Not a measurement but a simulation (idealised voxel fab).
This section sets out a process module, namely voxel local oxidation.
150 nm wide, 5 nm square cells: that's cross-section cut.
This document writes a cross-section as a grid whose cells are square, and gives it as bands, listed from the top down; one or more rows of cells form a band.
Top, bottom (nm), then materials left to right with widths (nm); lone material tagged "throughout" fills the whole band edge to edge; "air" = empty space.
Zero point of the height axis is 0; under it, received wafer = one material. Lowest band: continues down indefinitely, "0 nm and below".
Quick explanation for "30 to 40": the width changes in equal steps down the rows of cells, from the first number in the band's top row to the second number in its bottom row.
No cell of the cross-section changed in a step that is given as "all unchanged".
Basically, "Enclosed internal voids" tells you about the enclosed voids: empty spaces with no open way to the top, 8 cells or bigger, each written width x height at distance, where distance is from the left edge, all in nm.
Text after the settings on a step's line: the simulator's own remark on that step.
Steps that use a mask can have "overlay nm" on their line. It says how far the mask sat to the right of where it was meant to be. Negative means to the left.

# The planned process steps are enumerated hereunder
step 1: RECEIVE with material Si
step 2: OXIDIZE with depth nm 5
step 3: CONFORMAL_DEP with material SiN, thk nm 15
step 4: DIRECTIONAL_DEP with material aC, thk nm 15
step 5: PATTERN with tone cover, mask id ACTIVE, material resist, width nm 95, thk nm 30, overlay nm 0
step 6: DIRECTIONAL_ETCH with etch materials aC, depth nm 15
step 7: STRIP with etch materials resist
step 8: DIRECTIONAL_ETCH with etch materials SiN, depth nm 15
step 9: STRIP with etch materials aC
step 10: SELECTIVE_ETCH with etch materials SiO2, depth nm 5
step 11: OXIDIZE with depth nm 15
step 12: STRIP with etch materials SiN

# This is the cross-section of the wafer as we received it, i.e. after step 1
  0 nm and below | Si throughout
  Enclosed internal voids: none

# First of two wafers, end-of-module section, run followed plan
  0 nm to -5 nm | air (30), SiO2 (85), air (35)
  -5 nm to -20 nm | SiO2 (45), Si (55), SiO2 (50)
  -20 nm and below | Si throughout
  Enclosed internal voids: none

# Cross-section, second wafer: same start as the first, same plan as the first, one mistake in running it; taken at the end of the module
  0 nm to -5 nm | SiO2 (20), air (105), SiO2 (25)
  -5 nm to -20 nm | Si (5), SiO2 (135), Si (10)
  -20 nm and below | Si throughout
  Enclosed internal voids: none
Nonconformance to the process plan: step 5 ran as: PATTERN with tone open, mask id ACTIVE, material resist, width nm 95, thk nm 30, overlay nm 0
Final difference in cells, second wafer against first, listed per material as more or fewer: -24 Si, +16 SiO2
